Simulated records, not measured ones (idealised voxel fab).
The following process module bears the name voxel ribs on slabs.
Each square cell in cross-section cut measures 5 nm, and the section as a whole is 190 nm wide.
A cross-section is a grid of square cells, given in bands from the top down. A band is one or more rows of cells. The band entry comprises the height of the band's top followed by the height of its bottom, expressed in nm, and subsequently the band's materials from left to right, each stated together with its width in nm. Where a single material is marked with the word "full width", that material fills the band from edge to edge. The word "blank" represents empty space. Heights from 0 (as-received wafer is one material below). Bottom band endless downward, as "0 and below". Quick explanation for "30..40": the width changes in equal steps down the rows of cells, from the first number in the band's top row to the second number in its bottom row. What does "changes: none" mean for a step? It means no cell of the cross-section changed in that step. Entry "Entrapped voids" = empty spaces >= 8 cells with no open way to the top; each as width x height at distance, distance from left edge, all nm. Formally, on a step line, whatever follows the settings is a remark that the simulator itself makes on the step. overlay nm: step with mask; distance mask lay right of planned place; negative value = left of planned place.

[Below is the list of planned process steps]
1: RECEIVE,material Si
2: DIRECTIONAL_DEP,material SiO2,thk nm 25
3: DIRECTIONAL_DEP,material polySi,thk nm 25
4: DIRECTIONAL_DEP,material aC,thk nm 15
5: PATTERN,tone cover,mask id RIB,material resist,width nm 30,thk nm 35,overlay nm 0
6: DIRECTIONAL_ETCH,etch materials aC,depth nm 15
7: STRIP,etch materials resist
8: DIRECTIONAL_ETCH,etch materials polySi,depth nm 10
9: STRIP,etch materials aC
10: MASKED_ETCH,tone cover,mask id SLAB,width nm 90,etch materials polySi,depth nm 15,overlay nm 0
11: FILL_DEP,material SiO2,thk nm 20
12: CMP,height nm 65
13: DIRECTIONAL_DEP,material W,thk nm 5
14: PATTERN,tone cover,mask id HEATER,material resist,width nm 40,thk nm 15,overlay nm 0
15: DIRECTIONAL_ETCH,etch materials W,depth nm 5
16: STRIP,etch materials resist
17: CONFORMAL_DEP,material SiO2,thk nm 5

[as received, after step 1]
    0 and below = Si full width
    Entrapped voids: none

[first wafer at the end, as planned]
    75 down to 70 = blank: 70, then SiO2: 50, then blank: 70
    70 down to 65 = SiO2: 75, then W: 40, then SiO2: 75
    65 down to 50 = SiO2 full width
    50 down to 40 = SiO2: 80, then polySi: 30, then SiO2: 80
    40 down to 25 = SiO2: 50, then polySi: 90, then SiO2: 50
    25 down to 0 = SiO2 full width
    0 and below = Si full width
    Entrapped voids: none

[Presented here is a cross-section of the second of the two wafers as it stood at the end of the module. It was started in the same manner and assigned the same plan as the first wafer; however, one mistake was made in its execution]
    65 down to 60 = blank: 70, then SiO2: 50, then blank: 70
    60 down to 55 = SiO2: 75, then W: 40, then SiO2: 75
    55 down to 50 = SiO2 full width
    50 down to 40 = SiO2: 80, then polySi: 30, then SiO2: 80
    40 down to 25 = SiO2: 50, then polySi: 90, then SiO2: 50
    25 down to 0 = SiO2 full width
    0 and below = Si full width
    Entrapped voids: none
Plan not followed: it should be noted that step 12 was executed with settings other than those planned, the operation and settings actually applied being CMP,height nm 55
It is noted that, at the conclusion of processing, the second wafer exhibits a higher or lower cell count for certain materials relative to the first: -76 SiO2
